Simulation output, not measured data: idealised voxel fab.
Module name: voxel gate over fins (process module)
Each square cell in cross-section cut measures 5 nm, and the section as a whole is 280 nm wide.
This document writes a cross-section as a grid whose cells are square, and gives it as bands, listed from the top down; one or more rows of cells form a band.
What a band's entry tells you: where the top is and where the bottom is, as heights in nm, and after that what lies inside, material by material from left to right, each with its width in nm. Empty space is written as the word "blank", and a single material marked with the word "edge to edge" occupies the band from edge to edge.
We count height from 0. Below that, the starting wafer is all one material. The lowest band never ends at the bottom but goes on down; see "0 down" for how that is written.
The expression "30..40" gives the width at the extremes of the band, the first number at its top row of cells and the second at its bottom row, with the width changing by equal amounts from each row to the next in between.
When a step is marked "nothing altered", none of the cells in the cross-section changed during that step.
In the "Closed void catalog" entry, you get each enclosed empty space of 8 cells or more, one with no open way to the top, written width x height at distance, distance from the left edge, in nm.
Step line, after settings: the simulator's comment on this step.
You can add "overlay nm" to a step's line. For a step with a mask, it describes how far the mask lay to the right of its planned position, and a negative number describes a lay to the left.
These are the steps we planned for the process
1,RECEIVE (material Si)
2,CONFORMAL_DEP (material SiN; thk nm 5)
3,PATTERN (tone cover; mask id FINS; material resist; width nm 15; pitch nm 55; thk nm 15; overlay nm 0)
4,DIRECTIONAL_ETCH (etch materials SiN; depth nm 5)
5,DIRECTIONAL_ETCH (etch materials Si; depth nm 35)
6,STRIP (etch materials resist)
7,OXIDIZE (depth nm 5)
8,FILL_DEP (material SiO2; thk nm 15)
9,CMP (height nm 5)
10,DIRECTIONAL_DEP (material aC; thk nm 10)
11,PATTERN (tone open; mask id RAIL; material resist; width nm 15; thk nm 25; overlay nm 0)
12,DIRECTIONAL_ETCH (etch materials aC; depth nm 10)
13,STRIP (etch materials resist)
14,DIRECTIONAL_ETCH (etch materials SiO2; depth nm 35)
15,STRIP (etch materials aC)
16,CONFORMAL_DEP (material TiN; thk nm 5)
17,FILL_DEP (material W; thk nm 5)
18,CMP (height nm 5)
19,SELECTIVE_ETCH (etch materials W Ru TiN; depth nm 25)
20,FILL_DEP (material SiO2; thk nm 5)
21,CMP (height nm 5)
22,SELECTIVE_ETCH (etch materials SiO2; depth nm 15)
23,STRIP (etch materials SiN)
24,CONFORMAL_DEP (material HfO2; thk nm 5)
25,CONFORMAL_DEP (material TiN; thk nm 5)
26,CONFORMAL_DEP (material TiAl; thk nm 5)
27,CONFORMAL_DEP (material TiN; thk nm 5)
28,FILL_DEP (material W; thk nm 15)
29,CMP (height nm 30)
30,CONFORMAL_DEP (material SiN; thk nm 5)
The width nm used in step 11 is not the same on every wafer, whereas the starting condition is; the value printed in the plan is the first wafer's.
Incoming state of the first of several wafers in cross-section: after step 1
* 0 down: Si edge to edge
* Closed void catalog: none
The rows of the table below are wafers. Looking at the end of the module, a row counts, for every material, the cells the wafer has gained, shown as (+), or lost, shown as (-), since it was received; its closed voids come next
width nm 15; +68 HfO2; -424 Si; +56 SiN; +312 SiO2; +68 TiAl; +141 TiN; +171 W; Closed void catalog: none
width nm 20; +68 HfO2; -424 Si; +56 SiN; +310 SiO2; +68 TiAl; +142 TiN; +172 W; Closed void catalog: none
width nm 25; +68 HfO2; -424 Si; +56 SiN; +308 SiO2; +68 TiAl; +143 TiN; +173 W; Closed void catalog: none
width nm 30; +68 HfO2; -424 Si; +56 SiN; +306 SiO2; +68 TiAl; +144 TiN; +174 W; Closed void catalog: none
